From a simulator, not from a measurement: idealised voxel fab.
Process module heading - voxel gate over fins
cross-section cut | 250 nm wide | cells 5 nm
Just so we're on the same page, the cross-sections are grids of square cells, and they're listed out in bands top to bottom, each band one or more rows deep.
Band: top and bottom heights (nm) first, top before bottom; then materials from left to right, widths in nm. "edge to edge" marks a sole material filling the band edge to edge. "air" denotes empty space.
Heads up on the height convention: 0 is the point under which the incoming wafer is all one material, and the lowest band has no bottom, it just keeps going down, like "0 -> down".
Width: "30->40" (first number = top row, second number = bottom row, same change from row to row of cells).
"nothing altered", as given for a step, is the statement that not any cell of the cross-section underwent a change during that step.
In "Listed closed voids" the enclosed voids are listed, meaning empty spaces of 8 cells or larger without any opening to the top. The form is width x height at distance, distance from the left edge, units nm.
If you see something after the settings on a step's line, that's the simulator's own remark about that step.
What "overlay nm" on a step's line means: if the step has a mask, that mask lay this far to the right of its planned place, or, when the value is negative, to the left.

[The following list gives the planned process steps]
1. RECEIVE | material Si
2. CONFORMAL_DEP | material SiN | thk nm 5
3. PATTERN | tone cover | mask id FINS | material resist | width nm 15 | pitch nm 40 | thk nm 15 | overlay nm 0
4. DIRECTIONAL_ETCH | etch materials SiN | depth nm 5
5. DIRECTIONAL_ETCH | etch materials Si | depth nm 35
6. STRIP | etch materials resist
7. FILL_DEP | material SiO2 | thk nm 15
8. CMP | height nm 5
9. SELECTIVE_ETCH | etch materials SiO2 | depth nm 15
10. STRIP | etch materials SiN
11. CONFORMAL_DEP | material HfO2 | thk nm 5
12. CONFORMAL_DEP | material TiN | thk nm 5
13. CONFORMAL_DEP | material TiAl | thk nm 5
14. CONFORMAL_DEP | material TiN | thk nm 5
15. FILL_DEP | material W | thk nm 10
16. CMP | height nm 25
17. CONFORMAL_DEP | material SiN | thk nm 10

[Incoming wafer, cross-sectional view, post step 1]
    0 -> down = Si edge to edge
    Listed closed voids: none

[Wafer cross-section at module end: first of two, run to plan]
    35 -> 25 = SiN edge to edge
    25 -> 20 = W edge to edge
    20 -> 15 = W (35) / TiN (175) / W (40)
    15 -> 10 = W (35) / TiN (5) / TiAl (165) / TiN (5) / W (40)
    10 -> 5 = TiN (40) / TiAl (5) / TiN (35) / TiAl (5) / TiN (35) / TiAl (5) / TiN (35) / TiAl (5) / TiN (35) / TiAl (5) / TiN (45)
    5 -> 0 = TiAl (45) / TiN (5) / HfO2 (25) / TiN (5) / TiAl (5) / TiN (5) / HfO2 (25) / TiN (5) / TiAl (5) / TiN (5) / HfO2 (25) / TiN (5) / TiAl (5) / TiN (5) / HfO2 (25) / TiN (5) / TiAl (50)
    0 -> -5 = TiN (50) / HfO2 (5) / Si (15) / HfO2 (5) / TiN (15) / HfO2 (5) / Si (15) / HfO2 (5) / TiN (15) / HfO2 (5) / Si (15) / HfO2 (5) / TiN (15) / HfO2 (5) / Si (15) / HfO2 (5) / TiN (55)
    -5 -> -10 = HfO2 (55) / Si (15) / HfO2 (25) / Si (15) / HfO2 (25) / Si (15) / HfO2 (25) / Si (15) / HfO2 (60)
    -10 -> -35 = SiO2 (55) / Si (15) / SiO2 (25) / Si (15) / SiO2 (25) / Si (15) / SiO2 (25) / Si (15) / SiO2 (60)
    -35 -> down = Si edge to edge
    Listed closed voids: none

[Cross-sectional view: second of two wafers, end of module; start and plan identical to the first, one mistake in running]
    35 -> 25 = SiN edge to edge
    25 -> 20 = TiN edge to edge
    20 -> 15 = TiAl edge to edge
    15 -> 10 = TiN edge to edge
    10 -> 5 = HfO2 (60) / TiN (5) / HfO2 (35) / TiN (5) / HfO2 (35) / TiN (5) / HfO2 (35) / TiN (5) / HfO2 (65)
    5 -> 0 = TiAl (55) / HfO2 (15) / TiAl (25) / HfO2 (15) / TiAl (25) / HfO2 (15) / TiAl (25) / HfO2 (15) / TiAl (60)
    0 -> -35 = TiAl (55) / Si (15) / TiAl (25) / Si (15) / TiAl (25) / Si (15) / TiAl (25) / Si (15) / TiAl (60)
    -35 -> down = Si edge to edge
    Listed closed voids: none
Which mistake was made when the wafer was run? so step 7 ended up running with a different setting than we planned, it ran as FILL_DEP | material TiAl | thk nm 15
Per the end-of-run cell counts, the second wafer holds more or fewer of some materials than the first: -8 HfO2 | -190 SiO2 | +294 TiAl | -16 TiN | -80 W
